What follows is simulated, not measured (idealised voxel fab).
Name of the process module below: voxel lift off
The figure presents cross-section cut, which has a width of 240 nm and is divided into square cells with an edge length of 5 nm.
When this document writes out a cross-section, it uses a grid of square cells and lists it as bands, beginning at the top and moving down, with a band standing for one or more rows of cells.
The entry gives the band's vertical extent as a top height and a bottom height in nm, then its horizontal make-up as materials from left to right, each with a width in nm. "blank" stands for empty space; a single material marked "all across" fills the band edge to edge.
Height datum 0, below which the as-received substrate wafer is one material. Lowest band open at the bottom, running downward: "0 nm and below".
The width entry "30 to 40" should be interpreted row by row: the top row of cells in the band takes the first number, the bottom row takes the second number, and the change between adjacent rows is uniform throughout.
Basically "nothing was modified" means that step didn't change any cell in the cross-section.
"Closed void list" contains a list of empty spaces, each no smaller than 8 cells and without an open way to the top, written in the form width x height at distance with the distance from the left edge and all three in nm.
Note: text after step settings on the step line = simulator remark on that step.
overlay nm: on a step with a mask, how far right of its planned place the mask lay; negative means left.
### Steps planned for the process
1) RECEIVE, material Si
2) CONFORMAL_DEP, material Al2O3, thk nm 5
3) PATTERN, tone open, mask id LINES, material resist, width nm 25, pitch nm 55, thk nm 20, overlay nm 0
4) DIRECTIONAL_DEP, material Ru, thk nm 5
5) STRIP, etch materials resist
6) CONFORMAL_DEP, material SiN, thk nm 10
### This is the cross-section of the wafer as we received it, i.e. after step 1
* 0 nm and below  Si all across
* Closed void list: none
### Cross-sectional image of the first of two wafers at the end of the module, the run having proceeded as planned
* 20 nm to 15 nm  blank (70), then SiN (45), then blank (10), then SiN (45), then blank (70)
* 15 nm to 10 nm  SiN all across
* 10 nm to 5 nm  SiN (80), then Ru (25), then SiN (30), then Ru (25), then SiN (80)
* 5 nm to 0 nm  Al2O3 all across
* 0 nm and below  Si all across
* Closed void list: none
### Cross-section, second wafer: same start as the first, same plan as the first, one mistake in running it; taken at the end of the module
* 20 nm to 15 nm  blank (70), then SiN (50), then blank (5), then SiN (50), then blank (65)
* 15 nm to 10 nm  SiN all across
* 10 nm to 5 nm  SiN (80), then Ru (30), then SiN (25), then Ru (30), then SiN (75)
* 5 nm to 0 nm  Al2O3 all across
* 0 nm and below  Si all across
* Closed void list: none
Here's what went sideways: step 3 did not use the planned setting and instead ran as PATTERN, tone open, mask id LINES, material resist, width nm 30, pitch nm 55, thk nm 20, overlay nm 0
Final difference in cells, second wafer against first, listed per material as more or fewer: Ru: 2 more
